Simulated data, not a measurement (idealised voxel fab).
The following is a process module called voxel fin reveal.
Pictured: cross-section cut, 265 nm wide, on a grid of 5 nm square cells.
Reading order for cross-sections: top band down to bottom band. Underlying form: a grid of square cells. Band size: one or more rows of cells.
Band: top and bottom heights (nm) first, top before bottom; then materials from left to right, widths in nm. "everywhere" marks a sole material filling the band edge to edge. "blank" denotes empty space.
Height 0 is the level under which the wafer as received is all one material. The lowest band goes on downwards, as in "0 nm and below".
A two-number width, for instance "30->40", indicates that the width is equal to the first number in the top row of the band and to the second number in the bottom row, and that it changes by a constant amount per row of cells.
The cross-section has no changed cell in any step marked "nothing was modified".
Listed in "Sealed voids": every empty space of 8 or more cells without an open way to the top. Form: width x height at distance, the distance being from the left edge, all in nm.
after a step's settings: what the simulator itself notes on the step
overlay nm: on a step with a mask, how far right of its planned place the mask lay; negative means left.
## Intended process steps
1,RECEIVE with material Si
2,CONFORMAL_DEP with material SiN, thk nm 5
3,PATTERN with tone cover, mask id FINS, material resist, width nm 15, pitch nm 45, thk nm 15, overlay nm 0
4,DIRECTIONAL_ETCH with etch materials SiN, depth nm 5
5,DIRECTIONAL_ETCH with etch materials Si, depth nm 30
6,STRIP with etch materials resist
7,OXIDIZE with depth nm 5
8,FILL_DEP with material SiO2, thk nm 15
9,CMP with height nm 5
10,SELECTIVE_ETCH with etch materials SiO2, depth nm 15
11,STRIP with etch materials SiN
12,CONFORMAL_DEP with material SiO2, thk nm 5
## First wafer, two in total, run as planned
## Cross-section, incoming material, after step 1
  0 nm and below | Si everywhere
  Sealed voids: none
## The wafer, seen in cross-section, after step 2
  5 nm to 0 nm | SiN everywhere
  Beneath the level 0, the cross-section is identical to its previous state.
## The wafer, seen in cross-section, after step 3
  20 nm to 5 nm | blank 55  resist 15  blank 30  resist 15  blank 30  resist 15  blank 30  resist 15  blank 60
  Beneath the level 5, the cross-section is identical to its previous state.
## The wafer, seen in cross-section, after step 4
  20 nm to 5 nm | blank 55  resist 15  blank 30  resist 15  blank 30  resist 15  blank 30  resist 15  blank 60
  5 nm to 0 nm | blank 55  SiN 15  blank 30  SiN 15  blank 30  SiN 15  blank 30  SiN 15  blank 60
  Beneath the level 0, the cross-section is identical to its previous state.
## The wafer, seen in cross-section, after step 5
  20 nm to 5 nm | blank 55  resist 15  blank 30  resist 15  blank 30  resist 15  blank 30  resist 15  blank 60
  5 nm to 0 nm | blank 55  SiN 15  blank 30  SiN 15  blank 30  SiN 15  blank 30  SiN 15  blank 60
  0 nm to -30 nm | blank 55  Si 15  blank 30  Si 15  blank 30  Si 15  blank 30  Si 15  blank 60
  Beneath the level -30, the cross-section is identical to its previous state.
## The wafer, seen in cross-section, after step 6
  5 nm to 0 nm | blank 55  SiN 15  blank 30  SiN 15  blank 30  SiN 15  blank 30  SiN 15  blank 60
  Beneath the level 0, the cross-section is identical to its previous state.
## The wafer, seen in cross-section, after step 7
  5 nm to 0 nm | blank 55  SiN 15  blank 30  SiN 15  blank 30  SiN 15  blank 30  SiN 15  blank 60
  0 nm to -30 nm | blank 55  SiO2 5  Si 5  SiO2 5  blank 30  SiO2 5  Si 5  SiO2 5  blank 30  SiO2 5  Si 5  SiO2 5  blank 30  SiO2 5  Si 5  SiO2 5  blank 60
  -30 nm to -35 nm | SiO2 60  Si 5  SiO2 40  Si 5  SiO2 40  Si 5  SiO2 40  Si 5  SiO2 65
  Beneath the level -35, the cross-section is identical to its previous state.
## The wafer, seen in cross-section, after step 8
  20 nm to 5 nm | SiO2 everywhere
  5 nm to 0 nm | SiO2 55  SiN 15  SiO2 30  SiN 15  SiO2 30  SiN 15  SiO2 30  SiN 15  SiO2 60
  0 nm to -35 nm | SiO2 60  Si 5  SiO2 40  Si 5  SiO2 40  Si 5  SiO2 40  Si 5  SiO2 65
  Beneath the level -35, the cross-section is identical to its previous state.
## The wafer, seen in cross-section, after step 9
  5 nm to 0 nm | SiO2 55  SiN 15  SiO2 30  SiN 15  SiO2 30  SiN 15  SiO2 30  SiN 15  SiO2 60
  Beneath the level 0, the cross-section is identical to its previous state.
## The wafer, seen in cross-section, after step 10
  5 nm to 0 nm | blank 55  SiN 15  blank 30  SiN 15  blank 30  SiN 15  blank 30  SiN 15  blank 60
  0 nm to -10 nm | blank 60  Si 5  blank 40  Si 5  blank 40  Si 5  blank 40  Si 5  blank 65
  Beneath the level -10, the cross-section is identical to its previous state.
## The wafer, seen in cross-section, after step 11
  0 nm to -10 nm | blank 60  Si 5  blank 40  Si 5  blank 40  Si 5  blank 40  Si 5  blank 65
  Beneath the level -10, the cross-section is identical to its previous state.
## The wafer, seen in cross-section, after step 12
  5 nm to 0 nm | blank 55  SiO2 15  blank 30  SiO2 15  blank 30  SiO2 15  blank 30  SiO2 15  blank 60
  0 nm to -5 nm | blank 55  SiO2 5  Si 5  SiO2 5  blank 30  SiO2 5  Si 5  SiO2 5  blank 30  SiO2 5  Si 5  SiO2 5  blank 30  SiO2 5  Si 5  SiO2 5  blank 60
  -5 nm to -35 nm | SiO2 60  Si 5  SiO2 40  Si 5  SiO2 40  Si 5  SiO2 40  Si 5  SiO2 65
  Beneath the level -35, the cross-section is identical to its previous state.
## Second of two: same start, same plan, one run error; steps up to and including 11 match the first
Cross-sectional view of the second wafer at the intended end time of process step 12: nothing was modified
what went wrong: step 12 of the plan was bypassed and not carried out
FYI, end of process, the second wafer has more or fewer cells of some materials than the first: SiO2: 69 fewer
